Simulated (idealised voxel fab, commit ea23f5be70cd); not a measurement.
Module name: voxel trench capacitor (process module)
The cross-section on display is named cut; it measures 140 nm wide, and its cells are 5 nm squares.
If you're reading a cross-section in this doc, picture square cells in a grid; it comes to you as bands, top ones listed first down to the bottom, and a band can be one or more rows of cells.
This entry defines a band. It first specifies the height of the band's top and the height of its bottom in nm, and then specifies the band's materials from left to right, stating each material with its width in nm. The word "throughout" identifies a single material that fills the band from edge to edge, while the word "air" identifies empty space.
We count height from 0. Below that, the starting wafer is all one material. The lowest band never ends at the bottom but goes on down; see "from 0 down" for how that is written.
The width entry "30->40" should be interpreted row by row: the top row of cells in the band takes the first number, the bottom row takes the second number, and the change between adjacent rows is uniform throughout.
Given "nothing different" for a step, no cell of the cross-section differs between before and after that step.
"Voids, enclosed": empty spaces of 8 cells or more with no open way to the top, each given as width x height at distance, distance from the left edge, all in nm.
Note: text after step settings on the step line = simulator remark on that step.
overlay nm: mask right of planned place by this much (step with mask). Neg. = left.

This section lists the process steps that were planned:
1,RECEIVE | material Si
2,CONFORMAL_DEP | material SiN | thk nm 10
3,DIRECTIONAL_DEP | material aC | thk nm 10
4,PATTERN | tone open | mask id TRENCH | material resist | width nm 15 | pitch nm 35 | thk nm 25 | overlay nm 0
5,DIRECTIONAL_ETCH | etch materials aC | depth nm 10
6,STRIP | etch materials resist
7,DIRECTIONAL_ETCH | etch materials SiN | depth nm 10
8,DIRECTIONAL_ETCH | etch materials Si | depth nm 25
9,STRIP | etch materials aC
10,CONFORMAL_DEP | material SiO2 | thk nm 5
11,FILL_DEP | material polySi | thk nm 10
12,CMP | height nm 10

Cross-sectional view of the wafer in its as-received condition, corresponding to the state after step 1:
from 0 down: Si throughout
Voids, enclosed: none

Run as planned - first of the two wafers cross-sectioned at the end of the module:
from 10 to 0: 25 nm SiN; 5 nm SiO2; 5 nm polySi; 5 nm SiO2; 20 nm SiN; 5 nm SiO2; 5 nm polySi; 5 nm SiO2; 20 nm SiN; 5 nm SiO2; 5 nm polySi; 5 nm SiO2; 30 nm SiN
from 0 to -20: 25 nm Si; 5 nm SiO2; 5 nm polySi; 5 nm SiO2; 20 nm Si; 5 nm SiO2; 5 nm polySi; 5 nm SiO2; 20 nm Si; 5 nm SiO2; 5 nm polySi; 5 nm SiO2; 30 nm Si
from -20 to -25: 25 nm Si; 15 nm SiO2; 20 nm Si; 15 nm SiO2; 20 nm Si; 15 nm SiO2; 30 nm Si
from -25 down: Si throughout
Voids, enclosed: none

End of module, second wafer, cross-section. Started like the first, planned like the first, run with one mistake:
from 10 to 0: 25 nm SiN; 5 nm SiO2; 5 nm polySi; 5 nm SiO2; 20 nm SiN; 5 nm SiO2; 5 nm polySi; 5 nm SiO2; 20 nm SiN; 5 nm SiO2; 5 nm polySi; 5 nm SiO2; 30 nm SiN
from 0 to -45: 25 nm Si; 5 nm SiO2; 5 nm polySi; 5 nm SiO2; 20 nm Si; 5 nm SiO2; 5 nm polySi; 5 nm SiO2; 20 nm Si; 5 nm SiO2; 5 nm polySi; 5 nm SiO2; 30 nm Si
from -45 to -50: 25 nm Si; 15 nm SiO2; 20 nm Si; 15 nm SiO2; 20 nm Si; 15 nm SiO2; 30 nm Si
from -50 down: Si throughout
Voids, enclosed: none
What was the processing mistake? step 8 of the plan was twice carried out
Count the cells at the end and the second wafer has more or fewer of some materials than the first: Si -45, SiO2 +30, polySi +15
